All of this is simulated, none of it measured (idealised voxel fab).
The following process module bears the name voxel double patterning.
Displayed cross-section: cut, width of 220 nm, square cells sized 5 nm.
Cross-section layout: square cells on a grid; listed as bands, top to bottom; a band spans one or more cell rows. For a band, the entry starts with two heights in nm, that of the top and then that of the bottom, and carries on with the band's materials in order from left to right, each alongside its width in nm; the word "throughout" beside a single material means it fills the band edge to edge, and "empty" means empty space. Zero point of the height axis is 0; under it, received wafer = one material. Lowest band: continues down indefinitely, "top 0, no bottom". Quick explanation for "30..40": the width changes in equal steps down the rows of cells, from the first number in the band's top row to the second number in its bottom row. Take "remains unaltered" at face value: in the step it is given for, the cross-section changed in none of its cells. Basically, "Voids lacking openings" tells you about the enclosed voids: empty spaces with no open way to the top, 8 cells or bigger, each written width x height at distance, where distance is from the left edge, all in nm. Note: text after step settings on the step line = simulator remark on that step. The setting "overlay nm" may be written on the line of a step. When the step uses a mask, the value reports how far to the right of the planned place the mask lay, and a negative value reports that it lay to the left.
### Listed below are the process steps as planned
1: RECEIVE, material Si
2: CONFORMAL_DEP, material SiO2, thk nm 10
3: DIRECTIONAL_DEP, material W, thk nm 15
4: DIRECTIONAL_DEP, material SiCN, thk nm 5
5: DIRECTIONAL_DEP, material aC, thk nm 10
6: PATTERN, tone open, mask id FIRST, material resist, width nm 15, pitch nm 50, thk nm 25, overlay nm 0
7: DIRECTIONAL_ETCH, etch materials aC, depth nm 10
8: STRIP, etch materials resist
9: DIRECTIONAL_ETCH, etch materials SiCN, depth nm 5
10: STRIP, etch materials aC
11: DIRECTIONAL_DEP, material aC, thk nm 10
12: PATTERN, tone open, mask id SECOND, material resist, width nm 15, pitch nm 50, thk nm 30, overlay nm 0
13: DIRECTIONAL_ETCH, etch materials aC, depth nm 10
14: STRIP, etch materials resist
15: DIRECTIONAL_ETCH, etch materials SiCN, depth nm 5
16: STRIP, etch materials aC
17: DIRECTIONAL_ETCH, etch materials W, depth nm 15
18: STRIP, etch materials SiCN
### Cross-section of the wafer upon arrival, representing the state reached after step 1
> top 0, no bottom  Si throughout
> Voids lacking openings: none
### Starting structure and process plan are as shown above, but one mistake was made in running the module; the wafer cross-section at the end of the module follows
> top 40, bottom 25  50 of W; 15 of empty; 10 of W; 15 of empty; 10 of W; 15 of empty; 10 of W; 15 of empty; 10 of W; 15 of empty; 55 of W
> top 25, bottom 10  W throughout
> top 10, bottom 0  SiO2 throughout
> top 0, no bottom  Si throughout
> Voids lacking openings: none
What broke from the plan during processing? plan step 3 was twice executed
